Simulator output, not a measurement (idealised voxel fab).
Proc. module: voxel ribs on slabs
It is cross-section cut that appears here, measuring 295 nm in width, its square cells being 5 nm in size.
We lay out every cross-section as a grid of square cells and spell it out in bands from the top down, where one band means one or more rows of cells. This entry defines a band. It first specifies the height of the band's top and the height of its bottom in nm, and then specifies the band's materials from left to right, stating each material with its width in nm. The word "everywhere" identifies a single material that fills the band from edge to edge, while the word "empty" identifies empty space. All heights in this document are referenced to 0, defined as the level beneath which the wafer, as received, consists entirely of one material. The lowest band is not bounded below; it extends indefinitely downward and is written in the form "0 down". Width "30->40": first value at the band's top row of cells, second value at its bottom row, equal change from row to row. Key: "all unchanged" - step with no changed cell in the cross-section. "Closed void listing": empty spaces of 8 cells or more with no open way to the top, each given as width x height at distance, distance from the left edge, all in nm. Read whatever lies past the settings on a step's line as the simulator's own remark about the step. Among the settings permitted on a step's line is "overlay nm"; applied to a step with a mask, it specifies the extent to which the mask lay to the right of its planned position, whereas a negative figure signifies a position to the left.

[Set out below are the planned steps of the process]
1) RECEIVE,material Si
2) DIRECTIONAL_DEP,material SiO2,thk nm 20
3) DIRECTIONAL_DEP,material SiN,thk nm 25
4) MASKED_ETCH,tone cover,mask id RIB,width nm 30,etch materials SiN,depth nm 5,overlay nm 0
5) PATTERN,tone cover,mask id SLAB,material resist,width nm 60,thk nm 20,overlay nm 0
6) DIRECTIONAL_ETCH,etch materials SiN,depth nm 20
7) STRIP,etch materials resist
8) FILL_DEP,material SiO2,thk nm 25
9) CMP,height nm 65
10) DIRECTIONAL_DEP,material W,thk nm 5
11) DIRECTIONAL_DEP,material aC,thk nm 10
12) PATTERN,tone cover,mask id HEATER,material resist,width nm 40,thk nm 30,overlay nm 0
13) DIRECTIONAL_ETCH,etch materials aC,depth nm 10
14) STRIP,etch materials resist
15) DIRECTIONAL_ETCH,etch materials W,depth nm 5
16) STRIP,etch materials aC
17) CONFORMAL_DEP,material SiO2,thk nm 5

[Cross-section of the wafer upon arrival, representing the state reached after step 1]
0 down  Si everywhere
Closed void listing: none

[End-of-module cross-section. Starting structure and process plan as above; one mistake made in running it]
75 to 70  120 empty | 50 SiO2 | 125 empty
70 to 65  125 SiO2 | 40 W | 130 SiO2
65 to 25  SiO2 everywhere
25 to 0  SiN everywhere
0 down  Si everywhere
Closed void listing: none
Want to know what went wrong? note: step 2 <-> step 3, run order reversed vs plan
